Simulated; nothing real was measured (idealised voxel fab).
Documented hereafter: the process module known as voxel ribs on slabs.
In the cross-section labelled cut, the width is 285 nm and each square cell is 5 nm.
Just so we're on the same page, the cross-sections are grids of square cells, and they're listed out in bands top to bottom, each band one or more rows deep. Within each band entry, the heights of the top and of the bottom of the band appear first, in that order and in nm; the materials of the band then follow from left to right, each with its corresponding width in nm. The designation "all across" on a single material indicates that it fills the band from edge to edge; the designation "air" indicates empty space. Beneath 0, the wafer as received is one material, and that level is where height counting begins. The lowest band goes on downward without a bottom; it is written like "z 0 and below". Read "30..40" as a graded width: first number on top, second number at the bottom, same change between each pair of neighbouring rows. "nothing altered", as given for a step, is the statement that not any cell of the cross-section underwent a change during that step. Empty spaces counting at least 8 cells and having no open way to the top are listed in "Closed cavities". The notation width x height at distance is used for each, the distance being from the left edge and all three values in nm. The remark found on a step's line after its settings is issued by the simulator itself and pertains to that step. You can add "overlay nm" to a step's line. For a step with a mask, it describes how far the mask lay to the right of its planned position, and a negative number describes a lay to the left.

[The planned process steps are enumerated hereunder]
- 1: RECEIVE,material Si
- 2: DIRECTIONAL_DEP,material SiO2,thk nm 20
- 3: DIRECTIONAL_DEP,material polySi,thk nm 25
- 4: PATTERN,tone cover,mask id RIB,material resist,width nm 30,thk nm 15,overlay nm 0
- 5: DIRECTIONAL_ETCH,etch materials polySi,depth nm 10
- 6: STRIP,etch materials resist
- 7: DIRECTIONAL_DEP,material aC,thk nm 10
- 8: PATTERN,tone cover,mask id SLAB,material resist,width nm 90,thk nm 30,overlay nm 0
- 9: DIRECTIONAL_ETCH,etch materials aC,depth nm 10
- 10: STRIP,etch materials resist
- 11: DIRECTIONAL_ETCH,etch materials polySi,depth nm 15
- 12: STRIP,etch materials aC
- 13: FILL_DEP,material SiO2,thk nm 20
- 14: CMP,height nm 60
- 15: DIRECTIONAL_DEP,material W,thk nm 5
- 16: MASKED_ETCH,tone cover,mask id HEATER,width nm 40,etch materials W,depth nm 5,overlay nm 0
- 17: CONFORMAL_DEP,material SiO2,thk nm 10

[Received-state cross-section, reflecting completion of step 1]
> z 0 and below  Si all across
> Closed cavities: none

[The module was run from the start shown above using the plan shown above, but one mistake was made doing it; the resulting wafer cross-section is below]
> z 75 to 70  air 110  SiO2 60  air 115
> z 70 to 65  SiO2 all across
> z 65 to 60  SiO2 120  W 40  SiO2 125
> z 60 to 45  aC all across
> z 45 to 35  aC 125  polySi 30  aC 130
> z 35 to 20  aC 95  polySi 90  aC 100
> z 20 to 0  SiO2 all across
> z 0 and below  Si all across
> Closed cavities: none
In executing the process, a mistake was made relative to the plan: step 13 ran differently from the plan; actual operation with settings: FILL_DEP,material aC,thk nm 20
